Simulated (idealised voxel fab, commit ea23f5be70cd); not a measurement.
process module | voxel self aligned contacts
cross-section cut | 240 nm wide | cells 5 nm
A cross-section is a grid of square cells, given in bands from the top down. A band is one or more rows of cells.
Each band's line starts with the height of the band's top and of its bottom, in nm. Then come its materials from left to right, each with its width in nm. One material with "throughout" fills the band from edge to edge. "air" is empty space.
Height 0 is the level under which the wafer as received is all one material. The lowest band goes on downwards, as in "0 down".
A width such as "30 to 40" changes by the same amount from each row of cells to the next, from the band's top row to its bottom row.
"no change" after a step means that no cell of the cross-section changed.
closed voids: empty space of 8 cells or more with no open way to the top, each as width x height at its distance from the left edge, in nm
after a step's settings: what the simulator itself notes on the step
overlay nm, on a step with a mask: how far to the right of its planned place the mask lay; to the left if negative
plan
1 op RECEIVE | material Si
2 op CONFORMAL_DEP | material SiO2 | thk nm 5
3 op DIRECTIONAL_DEP | material polySi | thk nm 25
4 op DIRECTIONAL_DEP | material SiN | thk nm 20
5 op DIRECTIONAL_DEP | material aC | thk nm 15
6 op PATTERN | tone cover | mask id GATE | material resist | width nm 25 | pitch nm 60 | thk nm 30 | overlay nm 0
7 op DIRECTIONAL_ETCH | etch materials aC | depth nm 15
8 op STRIP | etch materials resist
9 op DIRECTIONAL_ETCH | etch materials SiN | depth nm 20
10 op DIRECTIONAL_ETCH | etch materials polySi | depth nm 25
11 op STRIP | etch materials aC
12 op CONFORMAL_DEP | material SiN | thk nm 5
13 op DIRECTIONAL_ETCH | etch materials SiN | depth nm 5
14 op FILL_DEP | material SiO2 | thk nm 15
15 op CMP | height nm 55
16 op PATTERN | tone open | mask id CONTACT | material resist | width nm 45 | thk nm 15 | overlay nm 0
17 op DIRECTIONAL_ETCH | etch materials SiO2 | depth nm 55
18 op STRIP | etch materials resist
19 op CONFORMAL_DEP | material TiN | thk nm 5
20 op FILL_DEP | material W | thk nm 5
21 op CMP | height nm 55
22 op CONFORMAL_DEP | material SiN | thk nm 5
varied across the wafers: width nm of step 6. The plan shows the first wafer's value. All wafers start alike
first wafer as received, after step 1
  0 down: Si throughout
  closed voids: none
first wafer at the end, after step 22
  60 to 55: SiN throughout
  55 to 50: SiO2 95 | TiN 15 | W 15 | TiN 15 | SiO2 100
  50 to 30: SiO2 70 | SiN 35 | TiN 5 | W 15 | TiN 5 | SiN 35 | SiO2 75
  30 to 5: SiO2 70 | SiN 5 | polySi 25 | SiN 5 | TiN 5 | W 15 | TiN 5 | SiN 5 | polySi 25 | SiN 5 | SiO2 75
  5 to 0: SiO2 105 | TiN 25 | SiO2 110
  0 down: Si throughout
  closed voids: none
last wafer at the end
  60 to 55: SiN throughout
  55 to 50: SiO2 95 | TiN 45 | SiO2 100
  50 to 30: SiO2 60 | SiN 55 | TiN 5 | SiN 55 | SiO2 65
  30 to 5: SiO2 60 | SiN 5 | polySi 45 | SiN 5 | TiN 5 | SiN 5 | polySi 45 | SiN 5 | SiO2 65
  5 to 0: SiO2 115 | TiN 5 | SiO2 120
  0 down: Si throughout
  closed voids: none
each wafer at the end: cells of each material gained (+) or lost (-) since it was received, then its closed voids
width nm 25 | +124 SiN | +343 SiO2 | +29 TiN | +30 W | +50 polySi | closed voids: none
width nm 30 | +132 SiN | +335 SiO2 | +29 TiN | +20 W | +60 polySi | closed voids: none
width nm 35 | +140 SiN | +327 SiO2 | +29 TiN | +10 W | +70 polySi | closed voids: none
width nm 40 | +148 SiN | +319 SiO2 | +29 TiN | +80 polySi | closed voids: none
width nm 45 | +156 SiN | +311 SiO2 | +19 TiN | +90 polySi | closed voids: none
